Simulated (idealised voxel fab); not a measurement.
voxel lift off: a process module
In the cross-section labelled cut, the width is 170 nm and each square cell is 5 nm.
Cross-section format: a grid of square cells, given as bands from top to bottom; each band is one or more rows of cells. The band entry comprises the height of the band's top followed by the height of its bottom, expressed in nm, and subsequently the band's materials from left to right, each stated together with its width in nm. Where a single material is marked with the word "all across", that material fills the band from edge to edge. The word "blank" represents empty space. Measure heights from 0. That's the level where, below it, the as-received wafer is all one material. The lowest band is bottomless and extends downward; write it as in "0 and below". When a width is written as two numbers, as in "30 to 40", the first number is the width in the top row of cells of the band and the second is the width in its bottom row, and the width changes by the same amount from each row to the next. You'll sometimes find "no alterations made" written for a step, and that's the way of saying that nowhere in the cross-section did a cell change during that step. Enclosed voids (no open way to top), threshold 8 cells or more, entry "Enclosed internal voids", notation width x height at distance, distance from left edge, nm. Note: text after step settings on the step line = simulator remark on that step. overlay nm: step with mask; distance mask lay right of planned place; negative value = left of planned place.
Planned step list for the process
1: RECEIVE [material Si]
2: CONFORMAL_DEP [material SiO2] [thk nm 15]
3: PATTERN [tone open] [mask id LINES] [material resist] [width nm 25] [pitch nm 55] [thk nm 15] [overlay nm 0]
4: DIRECTIONAL_DEP [material Ru] [thk nm 5]
5: STRIP [etch materials resist]
6: CONFORMAL_DEP [material SiO2] [thk nm 5]
Cross-section of the incoming wafer, state after step 1
0 and below | Si all across
Enclosed internal voids: none
Run as planned - first of the two wafers cross-sectioned at the end of the module
25 down to 20 | 10 of blank / 35 of SiO2 / 20 of blank / 35 of SiO2 / 20 of blank / 35 of SiO2 / 15 of blank
20 down to 15 | 15 of SiO2 / 25 of Ru / 30 of SiO2 / 25 of Ru / 30 of SiO2 / 25 of Ru / 20 of SiO2
15 down to 0 | SiO2 all across
0 and below | Si all across
Enclosed internal voids: none
Presented here is a cross-section of the second of the two wafers as it stood at the end of the module. It was started in the same manner and assigned the same plan as the first wafer; however, one mistake was made in its execution
25 down to 20 | 20 of SiO2 / 15 of blank / 40 of SiO2 / 15 of blank / 40 of SiO2 / 15 of blank / 25 of SiO2
20 down to 15 | 15 of Ru / 25 of SiO2 / 30 of Ru / 25 of SiO2 / 30 of Ru / 25 of SiO2 / 20 of Ru
15 down to 0 | SiO2 all across
0 and below | Si all across
Enclosed internal voids: none
Processing error: not per plan at step 3, really ran PATTERN [tone cover] [mask id LINES] [material resist] [width nm 25] [pitch nm 55] [thk nm 15] [overlay nm 0]
End of process, cell counts, second wafer against first, materials with more or fewer: Ru: 4 more
